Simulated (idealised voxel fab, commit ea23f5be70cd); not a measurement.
You're looking at the process module voxel transistor to metal.
Cross-section cut: width 285 nm, square cells of 5 nm.
Think of the cross-section as a grid of square cells. We describe it in bands, top to bottom, and each band covers one or more rows of those cells.
What a band's entry tells you: where the top is and where the bottom is, as heights in nm, and after that what lies inside, material by material from left to right, each with its width in nm. Empty space is written as the word "blank", and a single material marked with the word "edge to edge" occupies the band from edge to edge.
Basically, 0 is our baseline, since under it the wafer straight out of the box is all one material. The bottom band has no lower end and keeps on going down, so it looks like "from 0 down".
Width "30->40": first value at the band's top row of cells, second value at its bottom row, equal change from row to row.
No cell of the cross-section changed in a step that is given as "no change".
Reported under the label "Voids, sealed" are the empty spaces having no open way to the top and comprising 8 cells or more; the notation for each is width x height at distance, in which the distance is measured from the left edge and all three values are in nm.
Read whatever lies past the settings on a step's line as the simulator's own remark about the step.
overlay nm: for a step with a mask, the amount by which the mask lay right of where it was planned; a negative amount means left of it.
**Process steps foreseen in the plan**
| 1 | RECEIVE (material Si) |
| 2 | OXIDIZE (depth nm 5) |
| 3 | CONFORMAL_DEP (material SiN; thk nm 10) |
| 4 | MASKED_ETCH (tone cover; mask id ACTIVE; width nm 100; pitch nm 130; etch materials SiN; depth nm 10; overlay nm 0) |
| 5 | MASKED_ETCH (tone cover; mask id ACTIVE; width nm 100; pitch nm 130; etch materials SiO2; depth nm 5; overlay nm 0) |
| 6 | MASKED_ETCH (tone cover; mask id ACTIVE; width nm 100; pitch nm 130; etch materials Si; depth nm 30; overlay nm 0) |
| 7 | FILL_DEP (material SiO2; thk nm 5) |
| 8 | CMP (height nm 10) |
| 9 | SELECTIVE_ETCH (etch materials SiO2; depth nm 5) |
| 10 | STRIP (etch materials SiN) |
| 11 | SELECTIVE_ETCH (etch materials SiO2; depth nm 5) |
| 12 | OXIDIZE (depth nm 5) |
| 13 | DIRECTIONAL_DEP (material polySi; thk nm 25) |
| 14 | DIRECTIONAL_DEP (material SiCN; thk nm 15) |
| 15 | DIRECTIONAL_DEP (material aC; thk nm 15) |
| 16 | PATTERN (tone cover; mask id GATE; material resist; width nm 20; pitch nm 130; thk nm 35; overlay nm 0) |
| 17 | DIRECTIONAL_ETCH (etch materials aC; depth nm 15) |
| 18 | STRIP (etch materials resist) |
| 19 | DIRECTIONAL_ETCH (etch materials SiCN; depth nm 25) |
| 20 | DIRECTIONAL_ETCH (etch materials polySi; depth nm 35) |
| 21 | STRIP (etch materials aC) |
| 22 | CONFORMAL_DEP (material SiO2; thk nm 5) |
| 23 | DIRECTIONAL_ETCH (etch materials SiO2; depth nm 5) |
| 24 | CONFORMAL_DEP (material SiN; thk nm 10) |
| 25 | DIRECTIONAL_ETCH (etch materials SiN; depth nm 10) |
| 26 | DIRECTIONAL_ETCH (etch materials SiO2; depth nm 5) |
| 27 | EPI (material pSi; thk nm 5) |
| 28 | FILL_DEP (material SiO2; thk nm 10) |
| 29 | CMP (height nm 35) |
| 30 | DIRECTIONAL_DEP (material SiO2; thk nm 15) |
| 31 | PATTERN (tone open; mask id CONTACT; material resist; width nm 15; pitch nm 65; thk nm 20; overlay nm 0) |
| 32 | DIRECTIONAL_ETCH (etch materials SiO2; depth nm 55) |
| 33 | STRIP (etch materials resist) |
| 34 | CONFORMAL_DEP (material TiN; thk nm 5) |
| 35 | FILL_DEP (material Ru; thk nm 5) |
| 36 | CMP (height nm 50) |
| 37 | CONFORMAL_DEP (material SiCN; thk nm 5) |
| 38 | DIRECTIONAL_DEP (material lowk; thk nm 20) |
| 39 | PATTERN (tone open; mask id METAL_1; material resist; width nm 15; pitch nm 65; thk nm 15; overlay nm 0) |
| 40 | DIRECTIONAL_ETCH (etch materials lowk; depth nm 20) |
| 41 | DIRECTIONAL_ETCH (etch materials SiCN; depth nm 5) |
| 42 | STRIP (etch materials resist) |
| 43 | CONFORMAL_DEP (material TiN; thk nm 5) |
| 44 | FILL_DEP (material W; thk nm 10) |
| 45 | CMP (height nm 75) |
| 46 | EPI (material Ru; thk nm 5) |
| 47 | FILL_DEP (material SiCN; thk nm 5) |
**Cross-section of the wafer as it came to us, i.e., already through step 1**
    from 0 down = Si edge to edge
    Voids, sealed: none
**Cross-sectional result after module completion. Note: starting condition and plan are unchanged from above; one processing mistake was made**
    from 85 to 80 = SiCN edge to edge
    from 80 to 75 = SiCN 30 nm, Ru 25 nm, SiCN 40 nm, Ru 25 nm, SiCN 40 nm, Ru 25 nm, SiCN 40 nm, Ru 25 nm, SiCN 35 nm
    from 75 to 55 = lowk 35 nm, TiN 5 nm, W 5 nm, TiN 5 nm, lowk 50 nm, TiN 5 nm, W 5 nm, TiN 5 nm, lowk 50 nm, TiN 5 nm, W 5 nm, TiN 5 nm, lowk 50 nm, TiN 5 nm, W 5 nm, TiN 5 nm, lowk 40 nm
    from 55 to 50 = SiCN 35 nm, TiN 15 nm, SiCN 50 nm, TiN 15 nm, SiCN 50 nm, TiN 15 nm, SiCN 50 nm, TiN 15 nm, SiCN 40 nm
    from 50 to 40 = SiO2 35 nm, TiN 5 nm, Ru 5 nm, TiN 5 nm, SiO2 50 nm, TiN 5 nm, Ru 5 nm, TiN 5 nm, SiO2 50 nm, TiN 5 nm, Ru 5 nm, TiN 5 nm, SiO2 50 nm, TiN 5 nm, Ru 5 nm, TiN 5 nm, SiO2 40 nm
    from 40 to 35 = SiO2 35 nm, TiN 15 nm, SiO2 50 nm, TiN 15 nm, SiO2 50 nm, TiN 15 nm, SiO2 50 nm, TiN 15 nm, SiO2 40 nm
    from 35 to 25 = SiCN 65 nm, SiO2 5 nm, SiN 10 nm, SiO2 5 nm, SiCN 110 nm, SiO2 5 nm, SiN 10 nm, SiO2 5 nm, SiCN 70 nm
    from 25 to 20 = polySi 20 nm, SiCN 45 nm, SiO2 5 nm, SiN 10 nm, SiO2 5 nm, SiCN 45 nm, polySi 20 nm, SiCN 45 nm, SiO2 5 nm, SiN 10 nm, SiO2 5 nm, SiCN 45 nm, polySi 25 nm
    from 20 to 0 = polySi 65 nm, SiO2 5 nm, SiN 10 nm, SiO2 5 nm, polySi 110 nm, SiO2 5 nm, SiN 10 nm, SiO2 5 nm, polySi 70 nm
    from 0 to -5 = SiO2 20 nm, polySi 45 nm, SiO2 5 nm, SiN 10 nm, SiO2 5 nm, polySi 45 nm, SiO2 20 nm, polySi 45 nm, SiO2 5 nm, SiN 10 nm, SiO2 5 nm, polySi 45 nm, SiO2 25 nm
    from -5 to -10 = SiO2 edge to edge
    from -10 to -35 = SiO2 25 nm, Si 100 nm, SiO2 30 nm, Si 100 nm, SiO2 30 nm
    from -35 down = Si edge to edge
    Voids, sealed: none
Want to know what went wrong? step 16 off recipe, ran as PATTERN (tone open; mask id GATE; material resist; width nm 20; pitch nm 130; thk nm 35; overlay nm 0)
